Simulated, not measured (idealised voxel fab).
process module | voxel self aligned contacts
cross-section cut | 230 nm wide | cells 5 nm
A cross-section is a grid of square cells, given in bands from the top down. A band is one or more rows of cells.
Each band's line starts with the height of the band's top and of its bottom, in nm. Then come its materials from left to right, each with its width in nm. One material with "throughout" fills the band from edge to edge. "air" is empty space.
Height 0 is the level under which the wafer as received is all one material. The lowest band goes on downwards, as in "0 down".
A width such as "30 to 40" changes by the same amount from each row of cells to the next, from the band's top row to its bottom row.
"no change" after a step means that no cell of the cross-section changed.
closed voids: empty space of 8 cells or more with no open way to the top, each as width x height at its distance from the left edge, in nm
after a step's settings: what the simulator itself notes on the step
overlay nm, on a step with a mask: how far to the right of its planned place the mask lay; to the left if negative
Each pair below shows a cross-section before one step and the cross-section after it, down to the lowest band that changed. The line under each pair gives the step between them, with its settings. The pairs can come from different runs of this module on the same starting wafer, so a pair continues from the pair above only where its "before" says so.
before
  60 to 55: Ru throughout
  55 to 50: TiN 65 | Ru 35 | TiN 30 | Ru 35 | TiN 65
  50 to 45: SiO2 60 | TiN 5 | Ru 35 | TiN 5 | SiO2 20 | TiN 5 | Ru 35 | TiN 5 | SiO2 60
  45 to 40: SiO2 60 | TiN 45 | SiO2 20 | TiN 45 | SiO2 60
  40 to 25: SiCN throughout
  25 to 0: polySi throughout
  0 to -5: SiO2 throughout
  -5 down: Si throughout
  closed voids: none
after
  50 to 45: SiO2 60 | TiN 5 | Ru 35 | TiN 5 | SiO2 20 | TiN 5 | Ru 35 | TiN 5 | SiO2 60
  below 45: unchanged
  closed voids: none
the step between: op CMP | height nm 50
before: the cross-section after the pair above
after
  55 to 50: SiCN throughout
  below 50: unchanged
  closed voids: none
the step between: op CONFORMAL_DEP | material SiCN | thk nm 5
before
  50 to 40: SiO2 throughout
  40 to 25: SiO2 30 | SiN 40 | SiO2 25 | SiN 40 | SiO2 25 | SiN 40 | SiO2 30
  25 to 0: SiO2 30 | SiN 5 | polySi 30 | SiN 5 | SiO2 25 | SiN 5 | polySi 30 | SiN 5 | SiO2 25 | SiN 5 | polySi 30 | SiN 5 | SiO2 30
  0 to -5: SiO2 throughout
  -5 down: Si throughout
  closed voids: none
after
  50 to 40: air 60 | SiO2 45 | air 20 | SiO2 45 | air 60
  40 to 25: air 30 | SiN 40 | SiO2 25 | SiN 40 | SiO2 25 | SiN 40 | air 30
  25 to 0: air 30 | SiN 5 | polySi 30 | SiN 5 | SiO2 25 | SiN 5 | polySi 30 | SiN 5 | SiO2 25 | SiN 5 | polySi 30 | SiN 5 | air 30
  0 to -5: air 30 | SiO2 170 | air 30
  below -5: unchanged
  closed voids: none
the step between: op MASKED_ETCH | tone cover | mask id CONTACT | width nm 45 | pitch nm 65 | etch materials SiO2 | depth nm 55 | overlay nm 0
before: the cross-section after the pair above
after
  55 to 50: air 55 | TiN 55 | air 10 | TiN 55 | air 55
  50 to 45: air 55 | TiN 5 | SiO2 45 | TiN 5 | air 10 | TiN 5 | SiO2 45 | TiN 5 | air 55
  45 to 40: air 25 | TiN 35 | SiO2 45 | TiN 20 | SiO2 45 | TiN 35 | air 25
  40 to 25: air 25 | TiN 5 | SiN 40 | SiO2 25 | SiN 40 | SiO2 25 | SiN 40 | TiN 5 | air 25
  25 to 0: air 25 | TiN 5 | SiN 5 | polySi 30 | SiN 5 | SiO2 25 | SiN 5 | polySi 30 | SiN 5 | SiO2 25 | SiN 5 | polySi 30 | SiN 5 | TiN 5 | air 25
  0 to -5: TiN 30 | SiO2 170 | TiN 30
  below -5: unchanged
  closed voids: none
the step between: op CONFORMAL_DEP | material TiN | thk nm 5
before: the cross-section after the pair above
after
  60 to 55: Ru throughout
  55 to 50: Ru 55 | TiN 55 | Ru 10 | TiN 55 | Ru 55
  50 to 45: Ru 55 | TiN 5 | SiO2 45 | TiN 5 | Ru 10 | TiN 5 | SiO2 45 | TiN 5 | Ru 55
  45 to 40: Ru 25 | TiN 35 | SiO2 45 | TiN 20 | SiO2 45 | TiN 35 | Ru 25
  40 to 25: Ru 25 | TiN 5 | SiN 40 | SiO2 25 | SiN 40 | SiO2 25 | SiN 40 | TiN 5 | Ru 25
  25 to 0: Ru 25 | TiN 5 | SiN 5 | polySi 30 | SiN 5 | SiO2 25 | SiN 5 | polySi 30 | SiN 5 | SiO2 25 | SiN 5 | polySi 30 | SiN 5 | TiN 5 | Ru 25
  below 0: unchanged
  closed voids: none
the step between: op FILL_DEP | material Ru | thk nm 5
before: the cross-section after the pair above
after
  50 to 45: Ru 55 | TiN 5 | SiO2 45 | TiN 5 | Ru 10 | TiN 5 | SiO2 45 | TiN 5 | Ru 55
  below 45: unchanged
  closed voids: none
the step between: op CMP | height nm 50
before: the cross-section after the pair above
after
  55 to 50: SiCN throughout
  below 50: unchanged
  closed voids: none
the step between: op CONFORMAL_DEP | material SiCN | thk nm 5
